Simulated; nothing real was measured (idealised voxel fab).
The following process module bears the name voxel self aligned vias.
FYI the section here is cut, 215 nm wide, cells are 5 nm squares.
A cross-section is a grid of square cells, given in bands from the top down. A band is one or more rows of cells.
Heights first: top, then bottom, in nm. Then materials, left to right, each with a width in nm. "throughout" on a single material: fills the band edge to edge. "air": empty space.
Basically, 0 is our baseline, since under it the wafer straight out of the box is all one material. The bottom band has no lower end and keeps on going down, so it looks like "z 0 and below".
Top row gets the first number, bottom row gets the second, and each row in between changes by the same step: that is how a band width like "30..40" works.
Where the words "identical to before" appear for a step, the cross-section shows no cell changed by that step; every cell remained as before.
The entry titled "Non-vented voids" provides the empty spaces that have no open way to the top, restricted to those of 8 cells or more. Each is presented as width x height at distance, the distance being measured from the left edge, with all three in nm.
Text after the settings on a step's line: the simulator's own remark on that step.
A step line may carry the setting "overlay nm", which, for steps involving a mask, states the distance by which the mask lay to the right of its intended position; negative values denote displacement to the left.
# Here's what the planned process steps look like
1 RECEIVE: material Si
2 CONFORMAL_DEP: material SiO2, thk nm 10
3 CONFORMAL_DEP: material SiCN, thk nm 5
4 DIRECTIONAL_DEP: material lowk, thk nm 30
5 MASKED_ETCH: tone open, mask id LINES, width nm 25, pitch nm 50, etch materials lowk, depth nm 30, overlay nm 0
6 CONFORMAL_DEP: material TiN, thk nm 5
7 FILL_DEP: material Ru, thk nm 5
8 CMP: height nm 45
9 SELECTIVE_ETCH: etch materials W Ru TiN, depth nm 5
10 FILL_DEP: material SiN, thk nm 10
11 CMP: height nm 45
12 DIRECTIONAL_DEP: material lowk, thk nm 15
13 PATTERN: tone open, mask id VIAS, material resist, width nm 35, thk nm 15, overlay nm 0
14 DIRECTIONAL_ETCH: etch materials lowk, depth nm 15
15 DIRECTIONAL_ETCH: etch materials SiN, depth nm 5
16 STRIP: etch materials resist
17 CONFORMAL_DEP: material TiN, thk nm 5
18 FILL_DEP: material Cu, thk nm 10
19 CMP: height nm 60
20 CONFORMAL_DEP: material SiCN, thk nm 5
# As-received wafer cross-section (after step 1)
  z 0 and below  Si throughout
  Non-vented voids: none
# As-planned run: cross-section of the first of two wafers at end of module
  z 65 to 60  SiCN throughout
  z 60 to 50  lowk 65 | TiN 5 | Cu 25 | TiN 5 | lowk 115
  z 50 to 45  lowk 65 | TiN 10 | Cu 15 | TiN 10 | lowk 115
  z 45 to 40  lowk 70 | TiN 25 | lowk 25 | SiN 25 | lowk 70
  z 40 to 20  lowk 70 | TiN 5 | Ru 15 | TiN 5 | lowk 25 | TiN 5 | Ru 15 | TiN 5 | lowk 70
  z 20 to 15  lowk 70 | TiN 25 | lowk 25 | TiN 25 | lowk 70
  z 15 to 10  SiCN throughout
  z 10 to 0  SiO2 throughout
  z 0 and below  Si throughout
  Non-vented voids: none
# Cross-sectional view: second of two wafers, end of module; start and plan identical to the first, one mistake in running
  z 65 to 60  SiCN throughout
  z 60 to 50  Cu 60 | TiN 5 | lowk 35 | TiN 5 | Cu 110
  z 50 to 45  TiN 65 | lowk 35 | TiN 25 | Cu 15 | TiN 75
  z 45 to 40  lowk 70 | SiN 25 | lowk 25 | TiN 25 | lowk 70
  z 40 to 20  lowk 70 | TiN 5 | Ru 15 | TiN 5 | lowk 25 | TiN 5 | Ru 15 | TiN 5 | lowk 70
  z 20 to 15  lowk 70 | TiN 25 | lowk 25 | TiN 25 | lowk 70
  z 15 to 10  SiCN throughout
  z 10 to 0  SiO2 throughout
  z 0 and below  Si throughout
  Non-vented voids: none
Misprocessing identified: it should be noted that step 13 was executed with settings other than those planned, the operation and settings actually applied being PATTERN: tone cover, mask id VIAS, material resist, width nm 35, thk nm 15, overlay nm 0
Count the cells at the end and the second wafer has more or fewer of some materials than the first: Cu +58; TiN +29; lowk -87
